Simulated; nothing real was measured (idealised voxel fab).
Name of the process module below: voxel released beams
Cross-section cut spans 250 nm and uses square cells 5 nm in size.
Cross-section, as written here: a square-cell grid given band by band from the top down, where a band holds one or more rows of cells.
Quick guide to a band line: top height, bottom height (nm) up front; then every material left to right with its width in nm. Only one material and it's marked "throughout"? Then it fills the band edge to edge. And "air" just means empty space.
Heights are reckoned from 0. Under this level, the received wafer is all of one material. The bottommost band is open-ended downward, for example "0 down".
You'd read "30 to 40" like this: the band's top row of cells is as wide as the first number, its bottom row is as wide as the second, and going down, every row changes width by the same amount as the row before did.
You'll sometimes find "no alteration" written for a step, and that's the way of saying that nowhere in the cross-section did a cell change during that step.
So "Enclosed void listing" is basically the list of trapped voids: any empty space of 8 cells or more that can't reach the top through an opening. They're written width x height at distance, the distance being from the left edge, and it's all nm.
On each step's line, the part that comes after the settings is the simulator's own comment on the step.
overlay nm: right-of-plan distance of the mask on a masked step; negative values mean left-of-plan.
Steps planned for the process
step 1: RECEIVE: material Si
step 2: CONFORMAL_DEP: material Al2O3, thk nm 5
step 3: DIRECTIONAL_DEP: material SiO2, thk nm 20
step 4: PATTERN: tone open, mask id ANCHOR, material resist, width nm 45, thk nm 15, overlay nm 0
step 5: DIRECTIONAL_ETCH: etch materials SiO2, depth nm 20
step 6: STRIP: etch materials resist
step 7: CONFORMAL_DEP: material SiN, thk nm 15
step 8: DIRECTIONAL_DEP: material aC, thk nm 10
step 9: PATTERN: tone cover, mask id BEAM, material resist, width nm 105, thk nm 30, overlay nm 0
step 10: DIRECTIONAL_ETCH: etch materials aC, depth nm 10
step 11: STRIP: etch materials resist
step 12: DIRECTIONAL_ETCH: etch materials SiN, depth nm 15
step 13: STRIP: etch materials aC
step 14: STRIP: etch materials SiO2
Cross-section, incoming material, after step 1
* 0 down  Si throughout
* Enclosed void listing: none
Cross-sectional result after module completion. Note: starting condition and plan are unchanged from above; one processing mistake was made
* 35 to 20  air: 70, then SiN: 20, then air: 15, then SiN: 70, then air: 75
* 20 to 15  air: 75, then SiN: 15, then air: 15, then SiN: 15, then air: 130
* 15 to 0  air: 75, then SiN: 45, then air: 130
* 0 down  Si throughout
* Enclosed void listing: none
Misprocessing identified: the plan's step 2 went unexecuted, having been skipped
